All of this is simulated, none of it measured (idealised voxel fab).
process module | voxel wiring stack
cross-section cut | 170 nm wide | cells 5 nm
A cross-section is a grid of square cells, given in bands from the top down. A band is one or more rows of cells.
Each band's line starts with the height of the band's top and of its bottom, in nm. Then come its materials from left to right, each with its width in nm. One material with "throughout" fills the band from edge to edge. "air" is empty space.
Height 0 is the level under which the wafer as received is all one material. The lowest band goes on downwards, as in "0 down".
A width such as "30 to 40" changes by the same amount from each row of cells to the next, from the band's top row to its bottom row.
"no change" after a step means that no cell of the cross-section changed.
closed voids: empty space of 8 cells or more with no open way to the top, each as width x height at its distance from the left edge, in nm
after a step's settings: what the simulator itself notes on the step
overlay nm, on a step with a mask: how far to the right of its planned place the mask lay; to the left if negative
plan
1 op RECEIVE | material Si
2 op CONFORMAL_DEP | material SiO2 | thk nm 15
3 op DIRECTIONAL_DEP | material TiN | thk nm 5
4 op DIRECTIONAL_DEP | material W | thk nm 20
5 op PATTERN | tone cover | mask id METAL_1 | material resist | width nm 20 | pitch nm 45 | thk nm 20 | overlay nm 0
6 op DIRECTIONAL_ETCH | etch materials W | depth nm 20
7 op DIRECTIONAL_ETCH | etch materials TiN | depth nm 5
8 op STRIP | etch materials resist
9 op CONFORMAL_DEP | material SiCN | thk nm 5
10 op FILL_DEP | material lowk | thk nm 10
11 op CMP | height nm 40
12 op CONFORMAL_DEP | material SiCN | thk nm 5
13 op DIRECTIONAL_DEP | material lowk | thk nm 10
14 op DIRECTIONAL_DEP | material aC | thk nm 10
15 op PATTERN | tone open | mask id PLUG_1 | material resist | width nm 15 | pitch nm 45 | thk nm 30 | overlay nm 0
16 op DIRECTIONAL_ETCH | etch materials aC | depth nm 10
17 op STRIP | etch materials resist
18 op DIRECTIONAL_ETCH | etch materials lowk | depth nm 10
19 op DIRECTIONAL_ETCH | etch materials SiCN | depth nm 5
20 op STRIP | etch materials aC
21 op EPI | material Ru | thk nm 10
22 op EPI | material Ru | thk nm 5
23 op CONFORMAL_DEP | material SiCN | thk nm 5
24 op DIRECTIONAL_DEP | material SiO2 | thk nm 25
25 op DIRECTIONAL_DEP | material aC | thk nm 15
26 op PATTERN | tone open | mask id METAL_2 | material resist | width nm 20 | pitch nm 45 | thk nm 30 | overlay nm 0
27 op DIRECTIONAL_ETCH | etch materials aC | depth nm 15
28 op STRIP | etch materials resist
29 op DIRECTIONAL_ETCH | etch materials SiO2 | depth nm 25
30 op DIRECTIONAL_ETCH | etch materials SiCN | depth nm 5
31 op STRIP | etch materials aC
32 op CONFORMAL_DEP | material TiN | thk nm 5
33 op FILL_DEP | material Cu | thk nm 10
34 op CMP | height nm 85
35 op CONFORMAL_DEP | material SiCN | thk nm 5
36 op DIRECTIONAL_DEP | material SiO2 | thk nm 30
37 op MASKED_ETCH | tone open | mask id METAL_3_HOLES | width nm 15 | pitch nm 45 | etch materials SiO2 | depth nm 30 | overlay nm 0
38 op MASKED_ETCH | tone open | mask id METAL_3 | width nm 20 | pitch nm 45 | etch materials SiO2 | depth nm 20 | overlay nm 0
39 op MASKED_ETCH | tone open | mask id METAL_3 | width nm 20 | pitch nm 45 | etch materials SiCN | depth nm 5 | overlay nm 0
40 op CONFORMAL_DEP | material TiN | thk nm 5
41 op FILL_DEP | material Ru | thk nm 5
42 op CMP | height nm 120
43 op CONFORMAL_DEP | material SiCN | thk nm 5
44 op DIRECTIONAL_DEP | material SiO2 | thk nm 30
45 op MASKED_ETCH | tone open | mask id METAL_4_HOLES | width nm 15 | pitch nm 90 | etch materials SiO2 | depth nm 30 | overlay nm 0
46 op MASKED_ETCH | tone open | mask id METAL_4 | width nm 20 | pitch nm 45 | etch materials SiO2 | depth nm 20 | overlay nm 0
47 op MASKED_ETCH | tone open | mask id METAL_4 | width nm 20 | pitch nm 45 | etch materials SiCN | depth nm 5 | overlay nm 0
48 op CONFORMAL_DEP | material TiN | thk nm 5
49 op FILL_DEP | material Ru | thk nm 5
50 op CMP | height nm 155
51 op CONFORMAL_DEP | material SiN | thk nm 5
varied across the wafers: thk nm of step 9. The plan shows the first wafer's value. All wafers start alike
first wafer as received, after step 1
  0 down: Si throughout
  closed voids: none
first wafer at the end, after step 51
  160 to 155: SiN throughout
  155 to 140: SiO2 30 | TiN 5 | Ru 10 | TiN 5 | SiO2 25 | TiN 5 | Ru 10 | TiN 5 | SiO2 25 | TiN 5 | Ru 10 | TiN 5 | SiO2 30
  140 to 135: SiO2 30 | TiN 5 | Ru 5 | TiN 10 | SiO2 25 | TiN 20 | SiO2 25 | TiN 5 | Ru 5 | TiN 10 | SiO2 30
  135 to 125: SiO2 30 | TiN 5 | Ru 5 | TiN 5 | SiO2 75 | TiN 5 | Ru 5 | TiN 5 | SiO2 35
  125 to 120: SiCN 30 | TiN 15 | SiCN 75 | TiN 15 | SiCN 35
  120 to 105: SiO2 30 | TiN 5 | Ru 10 | TiN 5 | SiO2 25 | TiN 5 | Ru 10 | TiN 5 | SiO2 25 | TiN 5 | Ru 10 | TiN 5 | SiO2 30
  105 to 100: SiO2 30 | TiN 5 | Ru 5 | TiN 10 | SiO2 25 | TiN 5 | Ru 5 | TiN 10 | SiO2 25 | TiN 5 | Ru 5 | TiN 10 | SiO2 30
  100 to 90: SiO2 30 | TiN 5 | Ru 5 | TiN 5 | SiO2 30 | TiN 5 | Ru 5 | TiN 5 | SiO2 30 | TiN 5 | Ru 5 | TiN 5 | SiO2 35
  90 to 85: SiCN 30 | TiN 15 | SiCN 30 | TiN 15 | SiCN 30 | TiN 15 | SiCN 35
  85 to 60: SiO2 30 | TiN 5 | Cu 10 | TiN 5 | SiO2 25 | TiN 5 | Cu 10 | TiN 5 | SiO2 25 | TiN 5 | Cu 10 | TiN 5 | SiO2 30
  60 to 55: SiCN 30 | TiN 20 | SiCN 25 | TiN 20 | SiCN 25 | TiN 20 | SiCN 30
  55 to 45: lowk 30 | Ru 15 | lowk 30 | Ru 15 | lowk 30 | Ru 15 | lowk 35
  45 to 40: SiCN 30 | Ru 15 | SiCN 30 | Ru 15 | SiCN 30 | Ru 15 | SiCN 35
  40 to 20: lowk 25 | SiCN 5 | W 20 | SiCN 5 | lowk 15 | SiCN 5 | W 20 | SiCN 5 | lowk 15 | SiCN 5 | W 20 | SiCN 5 | lowk 25
  20 to 15: SiCN 30 | TiN 20 | SiCN 25 | TiN 20 | SiCN 25 | TiN 20 | SiCN 30
  15 to 0: SiO2 throughout
  0 down: Si throughout
  closed voids: none
last wafer at the end
  160 to 155: SiN throughout
  155 to 140: SiO2 30 | TiN 5 | Ru 10 | TiN 5 | SiO2 25 | TiN 5 | Ru 10 | TiN 5 | SiO2 25 | TiN 5 | Ru 10 | TiN 5 | SiO2 30
  140 to 135: SiO2 30 | TiN 5 | Ru 5 | TiN 10 | SiO2 25 | TiN 20 | SiO2 25 | TiN 5 | Ru 5 | TiN 10 | SiO2 30
  135 to 125: SiO2 30 | TiN 5 | Ru 5 | TiN 5 | SiO2 75 | TiN 5 | Ru 5 | TiN 5 | SiO2 35
  125 to 120: SiCN 30 | TiN 15 | SiCN 75 | TiN 15 | SiCN 35
  120 to 105: SiO2 30 | TiN 5 | Ru 10 | TiN 5 | SiO2 25 | TiN 5 | Ru 10 | TiN 5 | SiO2 25 | TiN 5 | Ru 10 | TiN 5 | SiO2 30
  105 to 100: SiO2 30 | TiN 5 | Ru 5 | TiN 10 | SiO2 25 | TiN 5 | Ru 5 | TiN 10 | SiO2 25 | TiN 5 | Ru 5 | TiN 10 | SiO2 30
  100 to 90: SiO2 30 | TiN 5 | Ru 5 | TiN 5 | SiO2 30 | TiN 5 | Ru 5 | TiN 5 | SiO2 30 | TiN 5 | Ru 5 | TiN 5 | SiO2 35
  90 to 85: SiCN 30 | TiN 15 | SiCN 30 | TiN 15 | SiCN 30 | TiN 15 | SiCN 35
  85 to 60: SiO2 30 | TiN 5 | Cu 10 | TiN 5 | SiO2 25 | TiN 5 | Cu 10 | TiN 5 | SiO2 25 | TiN 5 | Cu 10 | TiN 5 | SiO2 30
  60 to 55: SiCN 30 | TiN 20 | SiCN 25 | TiN 20 | SiCN 25 | TiN 20 | SiCN 30
  55 to 45: lowk 30 | Ru 15 | lowk 30 | Ru 15 | lowk 30 | Ru 15 | lowk 35
  45 to 40: SiCN 30 | Ru 15 | SiCN 30 | Ru 15 | SiCN 30 | Ru 15 | SiCN 35
  40 to 35: lowk 10 | SiCN 20 | W 20 | SiCN 25 | W 20 | SiCN 25 | W 20 | SiCN 20 | lowk 10
  35 to 20: SiCN 30 | W 20 | SiCN 25 | W 20 | SiCN 25 | W 20 | SiCN 30
  20 to 15: SiCN 30 | TiN 20 | SiCN 25 | TiN 20 | SiCN 25 | TiN 20 | SiCN 30
  15 to 0: SiO2 throughout
  0 down: Si throughout
  closed voids: none
each wafer at the end: cells of each material gained (+) or lost (-) since it was received, then its closed voids
thk nm 5 | +30 Cu | +78 Ru | +146 SiCN | +34 SiN | +494 SiO2 | +144 TiN | +48 W | +114 lowk | closed voids: none
thk nm 10 | +30 Cu | +78 Ru | +180 SiCN | +34 SiN | +494 SiO2 | +144 TiN | +48 W | +80 lowk | closed voids: none
thk nm 15 | +30 Cu | +78 Ru | +198 SiCN | +34 SiN | +494 SiO2 | +144 TiN | +48 W | +62 lowk | closed voids: none
thk nm 20 | +30 Cu | +78 Ru | +206 SiCN | +34 SiN | +494 SiO2 | +144 TiN | +48 W | +54 lowk | closed voids: none
